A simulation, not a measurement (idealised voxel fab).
process module | voxel transistor to metal
Square cell edge 5 nm, section width 215 nm, ID cut.
Cross-section format: a grid of square cells, given as bands from top to bottom; each band is one or more rows of cells.
Read a band's entry like this: the first values are the height of its top and the height of its bottom in nm, and what follows is the sequence of materials from left to right, each with its width in nm. Note that "blank" is empty space, and that a single material marked "edge to edge" reaches across the band from edge to edge.
Convention: height 0 is the level below which the wafer, as received, is all one material. The lowest band does not terminate at the bottom but continues downward, represented as "0..down".
Per-row width for "30 to 40": begins at first number (top row of band), ends at second number (bottom row), increment between rows held constant.
"no change" means the step left every cell of the cross-section as it was.
Look at "Encapsulated voids" for the closed voids: empty spaces with no open path to the top, sized 8 cells or up. Each is width x height at distance, distance from the left edge, all nm.
Step line, after settings: the simulator's comment on this step.
overlay nm: mask offset rightward from planned place, masked step; negative means leftward offset.

Below is the list of planned process steps:
- 1: RECEIVE with material Si
- 2: CONFORMAL_DEP with material SiO2, thk nm 5
- 3: CONFORMAL_DEP with material SiN, thk nm 10
- 4: MASKED_ETCH with tone cover, mask id ACTIVE, width nm 105, etch materials SiN, depth nm 10, overlay nm 0
- 5: MASKED_ETCH with tone cover, mask id ACTIVE, width nm 105, etch materials SiO2, depth nm 5, overlay nm 0
- 6: MASKED_ETCH with tone cover, mask id ACTIVE, width nm 105, etch materials Si, depth nm 20, overlay nm 0
- 7: FILL_DEP with material SiO2, thk nm 10
- 8: CMP with height nm 15
- 9: SELECTIVE_ETCH with etch materials SiO2, depth nm 10
- 10: STRIP with etch materials SiN
- 11: SELECTIVE_ETCH with etch materials SiO2, depth nm 5
- 12: OXIDIZE with depth nm 5
- 13: DIRECTIONAL_DEP with material polySi, thk nm 30
- 14: DIRECTIONAL_DEP with material SiCN, thk nm 10
- 15: PATTERN with tone cover, mask id GATE, material resist, width nm 25, thk nm 20, overlay nm 0
- 16: DIRECTIONAL_ETCH with etch materials SiCN, depth nm 20
- 17: DIRECTIONAL_ETCH with etch materials polySi, depth nm 40
- 18: STRIP with etch materials resist
- 19: CONFORMAL_DEP with material SiN, thk nm 5
- 20: DIRECTIONAL_ETCH with etch materials SiN, depth nm 5
- 21: DIRECTIONAL_ETCH with etch materials SiO2, depth nm 5
- 22: EPI with material pSi, thk nm 5
- 23: FILL_DEP with material SiO2, thk nm 10
- 24: CMP with height nm 30
- 25: STRIP with etch materials polySi
- 26: SELECTIVE_ETCH with etch materials SiO2, depth nm 5
- 27: CONFORMAL_DEP with material HfO2, thk nm 5
- 28: CONFORMAL_DEP with material TiN, thk nm 5
- 29: FILL_DEP with material W, thk nm 5
- 30: CMP with height nm 25
- 31: DIRECTIONAL_DEP with material SiO2, thk nm 15
- 32: PATTERN with tone open, mask id CONTACT, material resist, width nm 15, pitch nm 70, thk nm 15, overlay nm 0
- 33: DIRECTIONAL_ETCH with etch materials SiO2, depth nm 40
- 34: STRIP with etch materials resist
- 35: CONFORMAL_DEP with material TiN, thk nm 5
- 36: FILL_DEP with material Ru, thk nm 5
- 37: CMP with height nm 40
- 38: DIRECTIONAL_DEP with material TiN, thk nm 5
- 39: DIRECTIONAL_DEP with material W, thk nm 15
- 40: DIRECTIONAL_DEP with material aC, thk nm 15
- 41: PATTERN with tone cover, mask id METAL_1, material resist, width nm 15, pitch nm 70, thk nm 35, overlay nm 0
- 42: DIRECTIONAL_ETCH with etch materials aC, depth nm 15
- 43: STRIP with etch materials resist
- 44: DIRECTIONAL_ETCH with etch materials W, depth nm 15
- 45: DIRECTIONAL_ETCH with etch materials TiN, depth nm 5
- 46: STRIP with etch materials aC
- 47: CONFORMAL_DEP with material SiCN, thk nm 5
- 48: FILL_DEP with material lowk, thk nm 5
- 49: CMP with height nm 60
- 50: CONFORMAL_DEP with material SiN, thk nm 5
Quick note for whoever runs this: the wafers start identical, but the width nm at step 41 isn't the same across them. The plan just shows what the first wafer had.

Here's the first of the wafers in cross-section, just as we got it, i.e. after step 1:
0..down: Si edge to edge
Encapsulated voids: none

Where each wafer stands at the end of the module, a row apiece: cells of each material gained (+) or lost (-) since it was received, then closed voids:
width nm 15, +17 HfO2, +14 Ru, -109 Si, +49 SiCN, +53 SiN, +347 SiO2, +51 TiN, +22 W, +99 lowk, +16 pSi, Encapsulated voids: none
width nm 20, +17 HfO2, +14 Ru, -109 Si, +47 SiCN, +53 SiN, +347 SiO2, +53 TiN, +28 W, +93 lowk, +16 pSi, Encapsulated voids: none
width nm 25, +17 HfO2, +14 Ru, -109 Si, +45 SiCN, +53 SiN, +347 SiO2, +55 TiN, +34 W, +87 lowk, +16 pSi, Encapsulated voids: none
width nm 30, +17 HfO2, +14 Ru, -109 Si, +43 SiCN, +53 SiN, +347 SiO2, +57 TiN, +40 W, +81 lowk, +16 pSi, Encapsulated voids: none
